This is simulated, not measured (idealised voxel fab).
The following process module bears the name voxel transistor to metal.
Xsec cut, 260 nm wide, square cell size 5 nm.
When this document writes out a cross-section, it uses a grid of square cells and lists it as bands, beginning at the top and moving down, with a band standing for one or more rows of cells. Basically the band line says how high the top is and how high the bottom is, in nm, and then what's in it from left to right, every material with its width in nm. Empty space shows up as "blank", and if a single material carries "everywhere" it runs the full band edge to edge. Ref level 0: as-received wafer is one material below here. Bottom band extends down with no lower bound ("0 -> down"). Top row gets the first number, bottom row gets the second, and each row in between changes by the same step: that is how a band width like "30->40" works. "nothing altered" after a step means that no cell of the cross-section changed. Closed-off voids of 8+ cells (no open route to the top) go in "Trapped void list", written width x height at distance from the left edge, in nm. Formally, on a step line, whatever follows the settings is a remark that the simulator itself makes on the step. overlay nm: how far to the right of its planned place the mask lay on this masked step (negative: to the left). Every pair from here on: before one process step, after it. The after cross-section reaches only to the lowest band that changed. Below the pair: the step in between and its settings. Pairs can belong to different runs of this module on the same starting wafer; a pair carries on from the pair above only if the entry headed "Before processing" says so.
Before processing
- 60 -> 45 = resist (55)  blank (20)  resist (110)  blank (20)  resist (55)
- 45 -> 30 = SiCN everywhere
- 30 -> 0 = polySi everywhere
- 0 -> -5 = SiO2 everywhere
- -5 -> -30 = SiO2 (20)  Si (90)  SiO2 (40)  Si (90)  SiO2 (20)
- -30 -> down = Si everywhere
- Trapped void list: none
Post-Process View
- 60 -> 45 = resist (55)  blank (20)  resist (110)  blank (20)  resist (55)
- 45 -> 30 = SiCN (55)  blank (20)  SiCN (110)  blank (20)  SiCN (55)
- Lower than 30, everything is as it was.
- Trapped void list: none
Which step turns the before cross-section above into the after cross-section? DIRECTIONAL_ETCH with etch materials SiCN, depth nm 25
Before processing: The initial state for this step is given by the after cross-section of the immediately preceding pair.
Post-Process View
- 60 -> 45 = resist (55)  blank (20)  resist (110)  blank (20)  resist (55)
- 45 -> 30 = SiCN (55)  blank (20)  SiCN (110)  blank (20)  SiCN (55)
- 30 -> 0 = polySi (55)  blank (20)  polySi (110)  blank (20)  polySi (55)
- Lower than 0, everything is as it was.
- Trapped void list: none
Which step turns the before cross-section above into the after cross-section? DIRECTIONAL_ETCH with etch materials polySi, depth nm 40
Before processing: The initial state for this step is given by the after cross-section of the immediately preceding pair.
Post-Process View
- 45 -> 30 = SiCN (55)  blank (20)  SiCN (110)  blank (20)  SiCN (55)
- Lower than 30, everything is as it was.
- Trapped void list: none
Which step turns the before cross-section above into the after cross-section? STRIP with etch materials resist
Before processing: The initial state for this step is given by the after cross-section of the immediately preceding pair.
Post-Process View
- 50 -> 45 = SiO2 (60)  blank (10)  SiO2 (120)  blank (10)  SiO2 (60)
- 45 -> 30 = SiCN (55)  SiO2 (5)  blank (10)  SiO2 (5)  SiCN (110)  SiO2 (5)  blank (10)  SiO2 (5)  SiCN (55)
- 30 -> 5 = polySi (55)  SiO2 (5)  blank (10)  SiO2 (5)  polySi (110)  SiO2 (5)  blank (10)  SiO2 (5)  polySi (55)
- 5 -> 0 = polySi (55)  SiO2 (20)  polySi (110)  SiO2 (20)  polySi (55)
- Lower than 0, everything is as it was.
- Trapped void list: none
Which step turns the before cross-section above into the after cross-section? CONFORMAL_DEP with material SiO2, thk nm 5
Before processing: The initial state for this step is given by the after cross-section of the immediately preceding pair.
Post-Process View
- 45 -> 30 = SiCN (55)  SiO2 (5)  blank (10)  SiO2 (5)  SiCN (110)  SiO2 (5)  blank (10)  SiO2 (5)  SiCN (55)
- 30 -> 0 = polySi (55)  SiO2 (5)  blank (10)  SiO2 (5)  polySi (110)  SiO2 (5)  blank (10)  SiO2 (5)  polySi (55)
- Lower than 0, everything is as it was.
- Trapped void list: none
Which step turns the before cross-section above into the after cross-section? DIRECTIONAL_ETCH with etch materials SiO2, depth nm 5
Before processing: The initial state for this step is given by the after cross-section of the immediately preceding pair.
Post-Process View
- 55 -> 45 = SiN everywhere
- 45 -> 30 = SiCN (55)  SiO2 (5)  SiN (10)  SiO2 (5)  SiCN (110)  SiO2 (5)  SiN (10)  SiO2 (5)  SiCN (55)
- 30 -> 0 = polySi (55)  SiO2 (5)  SiN (10)  SiO2 (5)  polySi (110)  SiO2 (5)  SiN (10)  SiO2 (5)  polySi (55)
- Lower than 0, everything is as it was.
- Trapped void list: none
Which step turns the before cross-section above into the after cross-section? CONFORMAL_DEP with material SiN, thk nm 10
Before processing: The initial state for this step is given by the after cross-section of the immediately preceding pair.
Post-Process View
- 45 -> 30 = SiCN (55)  SiO2 (5)  SiN (10)  SiO2 (5)  SiCN (110)  SiO2 (5)  SiN (10)  SiO2 (5)  SiCN (55)
- Lower than 30, everything is as it was.
- Trapped void list: none
Which step turns the before cross-section above into the after cross-section? DIRECTIONAL_ETCH with etch materials SiN, depth nm 10
Before processing: The initial state for this step is given by the after cross-section of the immediately preceding pair.
Post-Process View
- 45 -> 40 = SiCN (55)  blank (5)  SiN (10)  blank (5)  SiCN (110)  blank (5)  SiN (10)  blank (5)  SiCN (55)
- Lower than 40, everything is as it was.
- Trapped void list: none
Which step turns the before cross-section above into the after cross-section? DIRECTIONAL_ETCH with etch materials SiO2, depth nm 5
Before processing: The initial state for this step is given by the after cross-section of the immediately preceding pair.
Post-Process View
- 55 -> 45 = SiO2 everywhere
- 45 -> 30 = SiCN (55)  SiO2 (5)  SiN (10)  SiO2 (5)  SiCN (110)  SiO2 (5)  SiN (10)  SiO2 (5)  SiCN (55)
- Lower than 30, everything is as it was.
- Trapped void list: none
Which step turns the before cross-section above into the after cross-section? FILL_DEP with material SiO2, thk nm 10
Before processing: The initial state for this step is given by the after cross-section of the immediately preceding pair.
Post-Process View
- 45 -> 30 = SiCN (55)  SiO2 (5)  SiN (10)  SiO2 (5)  SiCN (110)  SiO2 (5)  SiN (10)  SiO2 (5)  SiCN (55)
- Lower than 30, everything is as it was.
- Trapped void list: none
Which step turns the before cross-section above into the after cross-section? CMP with height nm 45
Before processing: The initial state for this step is given by the after cross-section of the immediately preceding pair.
Post-Process View
- 55 -> 45 = SiO2 everywhere
- Lower than 45, everything is as it was.
- Trapped void list: none
Which step turns the before cross-section above into the after cross-section? DIRECTIONAL_DEP with material SiO2, thk nm 10
Before processing: The initial state for this step is given by the after cross-section of the immediately preceding pair.
Post-Process View
- 70 -> 55 = resist (25)  blank (15)  resist (50)  blank (15)  resist (50)  blank (15)  resist (50)  blank (15)  resist (25)
- Lower than 55, everything is as it was.
- Trapped void list: none
Which step turns the before cross-section above into the after cross-section? PATTERN with tone open, mask id CONTACT, material resist, width nm 15, pitch nm 65, thk nm 15, overlay nm 0
Before processing: The initial state for this step is given by the after cross-section of the immediately preceding pair.
Post-Process View
- 70 -> 55 = resist (25)  blank (15)  resist (50)  blank (15)  resist (50)  blank (15)  resist (50)  blank (15)  resist (25)
- 55 -> 45 = SiO2 (25)  blank (15)  SiO2 (50)  blank (15)  SiO2 (50)  blank (15)  SiO2 (50)  blank (15)  SiO2 (25)
- Lower than 45, everything is as it was.
- Trapped void list: none
Which step turns the before cross-section above into the after cross-section? DIRECTIONAL_ETCH with etch materials SiO2, depth nm 40
Before processing: The initial state for this step is given by the after cross-section of the immediately preceding pair.
Post-Process View
- 55 -> 45 = SiO2 (25)  blank (15)  SiO2 (50)  blank (15)  SiO2 (50)  blank (15)  SiO2 (50)  blank (15)  SiO2 (25)
- Lower than 45, everything is as it was.
- Trapped void list: none
Which step turns the before cross-section above into the after cross-section? STRIP with etch materials resist
Before processing: The initial state for this step is given by the after cross-section of the immediately preceding pair.
Post-Process View
- 60 -> 55 = TiN (30)  blank (5)  TiN (60)  blank (5)  TiN (60)  blank (5)  TiN (60)  blank (5)  TiN (30)
- 55 -> 50 = SiO2 (25)  TiN (5)  blank (5)  TiN (5)  SiO2 (50)  TiN (5)  blank (5)  TiN (5)  SiO2 (50)  TiN (5)  blank (5)  TiN (5)  SiO2 (50)  TiN (5)  blank (5)  TiN (5)  SiO2 (25)
- 50 -> 45 = SiO2 (25)  TiN (15)  SiO2 (50)  TiN (15)  SiO2 (50)  TiN (15)  SiO2 (50)  TiN (15)  SiO2 (25)
- Lower than 45, everything is as it was.
- Trapped void list: none
Which step turns the before cross-section above into the after cross-section? CONFORMAL_DEP with material TiN, thk nm 5
Before processing: The initial state for this step is given by the after cross-section of the immediately preceding pair.
Post-Process View
- 65 -> 60 = Ru everywhere
- 60 -> 55 = TiN (30)  Ru (5)  TiN (60)  Ru (5)  TiN (60)  Ru (5)  TiN (60)  Ru (5)  TiN (30)
- 55 -> 50 = SiO2 (25)  TiN (5)  Ru (5)  TiN (5)  SiO2 (50)  TiN (5)  Ru (5)  TiN (5)  SiO2 (50)  TiN (5)  Ru (5)  TiN (5)  SiO2 (50)  TiN (5)  Ru (5)  TiN (5)  SiO2 (25)
- Lower than 50, everything is as it was.
- Trapped void list: none
Which step turns the before cross-section above into the after cross-section? FILL_DEP with material Ru, thk nm 5
Before processing: The initial state for this step is given by the after cross-section of the immediately preceding pair.
Post-Process View
- 55 -> 50 = SiO2 (25)  TiN (5)  Ru (5)  TiN (5)  SiO2 (50)  TiN (5)  Ru (5)  TiN (5)  SiO2 (50)  TiN (5)  Ru (5)  TiN (5)  SiO2 (50)  TiN (5)  Ru (5)  TiN (5)  SiO2 (25)
- Lower than 50, everything is as it was.
- Trapped void list: none
Which step turns the before cross-section above into the after cross-section? CMP with height nm 55
Before processing: The initial state for this step is given by the after cross-section of the immediately preceding pair.
Post-Process View
- 60 -> 55 = SiCN everywhere
- Lower than 55, everything is as it was.
- Trapped void list: none
Which step turns the before cross-section above into the after cross-section? CONFORMAL_DEP with material SiCN, thk nm 5
Before processing: The initial state for this step is given by the after cross-section of the immediately preceding pair.
Post-Process View
- 75 -> 60 = lowk everywhere
- Lower than 60, everything is as it was.
- Trapped void list: none
Which step turns the before cross-section above into the after cross-section? DIRECTIONAL_DEP with material lowk, thk nm 15
Before processing: The initial state for this step is given by the after cross-section of the immediately preceding pair.
Post-Process View
- 90 -> 75 = aC everywhere
- Lower than 75, everything is as it was.
- Trapped void list: none
Which step turns the before cross-section above into the after cross-section? DIRECTIONAL_DEP with material aC, thk nm 15
Before processing: The initial state for this step is given by the after cross-section of the immediately preceding pair.
Post-Process View
- 120 -> 90 = resist (25)  blank (15)  resist (50)  blank (15)  resist (50)  blank (15)  resist (50)  blank (15)  resist (25)
- Lower than 90, everything is as it was.
- Trapped void list: none
Which step turns the before cross-section above into the after cross-section? PATTERN with tone open, mask id METAL_1, material resist, width nm 15, pitch nm 65, thk nm 30, overlay nm 0
Before processing: The initial state for this step is given by the after cross-section of the immediately preceding pair.
Post-Process View
- 105 -> 90 = resist (25)  blank (15)  resist (50)  blank (15)  resist (50)  blank (15)  resist (50)  blank (15)  resist (25)
- 90 -> 75 = aC (25)  blank (15)  aC (50)  blank (15)  aC (50)  blank (15)  aC (50)  blank (15)  aC (25)
- Lower than 75, everything is as it was.
- Trapped void list: none
Which step turns the before cross-section above into the after cross-section? DIRECTIONAL_ETCH with etch materials aC, depth nm 15
Before processing: The initial state for this step is given by the after cross-section of the immediately preceding pair.
Post-Process View
- 90 -> 75 = aC (25)  blank (15)  aC (50)  blank (15)  aC (50)  blank (15)  aC (50)  blank (15)  aC (25)
- Lower than 75, everything is as it was.
- Trapped void list: none
Which step turns the before cross-section above into the after cross-section? STRIP with etch materials resist
Before processing: The initial state for this step is given by the after cross-section of the immediately preceding pair.
Post-Process View
- 90 -> 75 = aC (25)  blank (15)  aC (50)  blank (15)  aC (50)  blank (15)  aC (50)  blank (15)  aC (25)
- 75 -> 60 = lowk (25)  blank (15)  lowk (50)  blank (15)  lowk (50)  blank (15)  lowk (50)  blank (15)  lowk (25)
- Lower than 60, everything is as it was.
- Trapped void list: none
Which step turns the before cross-section above into the after cross-section? DIRECTIONAL_ETCH with etch materials lowk, depth nm 15
Before processing: The initial state for this step is given by the after cross-section of the immediately preceding pair.
Post-Process View
- 90 -> 75 = aC (25)  blank (15)  aC (50)  blank (15)  aC (50)  blank (15)  aC (50)  blank (15)  aC (25)
- 75 -> 60 = lowk (25)  blank (15)  lowk (50)  blank (15)  lowk (50)  blank (15)  lowk (50)  blank (15)  lowk (25)
- 60 -> 55 = SiCN (25)  blank (15)  SiCN (50)  blank (15)  SiCN (50)  blank (15)  SiCN (50)  blank (15)  SiCN (25)
- Lower than 55, everything is as it was.
- Trapped void list: none
Which step turns the before cross-section above into the after cross-section? DIRECTIONAL_ETCH with etch materials SiCN, depth nm 5
Before processing: The initial state for this step is given by the after cross-section of the immediately preceding pair.
Post-Process View
- 75 -> 60 = lowk (25)  blank (15)  lowk (50)  blank (15)  lowk (50)  blank (15)  lowk (50)  blank (15)  lowk (25)
- Lower than 60, everything is as it was.
- Trapped void list: none
Which step turns the before cross-section above into the after cross-section? STRIP with etch materials aC
Before processing: The initial state for this step is given by the after cross-section of the immediately preceding pair.
Post-Process View
- 80 -> 75 = TiN (30)  blank (5)  TiN (60)  blank (5)  TiN (60)  blank (5)  TiN (60)  blank (5)  TiN (30)
- 75 -> 60 = lowk (25)  TiN (5)  blank (5)  TiN (5)  lowk (50)  TiN (5)  blank (5)  TiN (5)  lowk (50)  TiN (5)  blank (5)  TiN (5)  lowk (50)  TiN (5)  blank (5)  TiN (5)  lowk (25)
- 60 -> 55 = SiCN (25)  TiN (15)  SiCN (50)  TiN (15)  SiCN (50)  TiN (15)  SiCN (50)  TiN (15)  SiCN (25)
- Lower than 55, everything is as it was.
- Trapped void list: none
Which step turns the before cross-section above into the after cross-section? CONFORMAL_DEP with material TiN, thk nm 5
Before processing: The initial state for this step is given by the after cross-section of the immediately preceding pair.
Post-Process View
- 90 -> 80 = W everywhere
- 80 -> 75 = TiN (30)  W (5)  TiN (60)  W (5)  TiN (60)  W (5)  TiN (60)  W (5)  TiN (30)
- 75 -> 60 = lowk (25)  TiN (5)  W (5)  TiN (5)  lowk (50)  TiN (5)  W (5)  TiN (5)  lowk (50)  TiN (5)  W (5)  TiN (5)  lowk (50)  TiN (5)  W (5)  TiN (5)  lowk (25)
- Lower than 60, everything is as it was.
- Trapped void list: none
Which step turns the before cross-section above into the after cross-section? FILL_DEP with material W, thk nm 10
Before processing: The initial state for this step is given by the after cross-section of the immediately preceding pair.
Post-Process View
- 75 -> 60 = lowk (25)  TiN (5)  W (5)  TiN (5)  lowk (50)  TiN (5)  W (5)  TiN (5)  lowk (50)  TiN (5)  W (5)  TiN (5)  lowk (50)  TiN (5)  W (5)  TiN (5)  lowk (25)
- Lower than 60, everything is as it was.
- Trapped void list: none
Which step turns the before cross-section above into the after cross-section? CMP with height nm 75
Before processing: The initial state for this step is given by the after cross-section of the immediately preceding pair.
Post-Process View
- 80 -> 75 = blank (20)  Ru (25)  blank (40)  Ru (25)  blank (40)  Ru (25)  blank (40)  Ru (25)  blank (20)
- Lower than 75, everything is as it was.
- Trapped void list: none
Which step turns the before cross-section above into the after cross-section? EPI with material Ru, thk nm 5
Before processing: The initial state for this step is given by the after cross-section of the immediately preceding pair.
Post-Process View
- 85 -> 80 = SiCN everywhere
- 80 -> 75 = SiCN (20)  Ru (25)  SiCN (40)  Ru (25)  SiCN (40)  Ru (25)  SiCN (40)  Ru (25)  SiCN (20)
- Lower than 75, everything is as it was.
- Trapped void list: none
Which step turns the before cross-section above into the after cross-section? FILL_DEP with material SiCN, thk nm 5
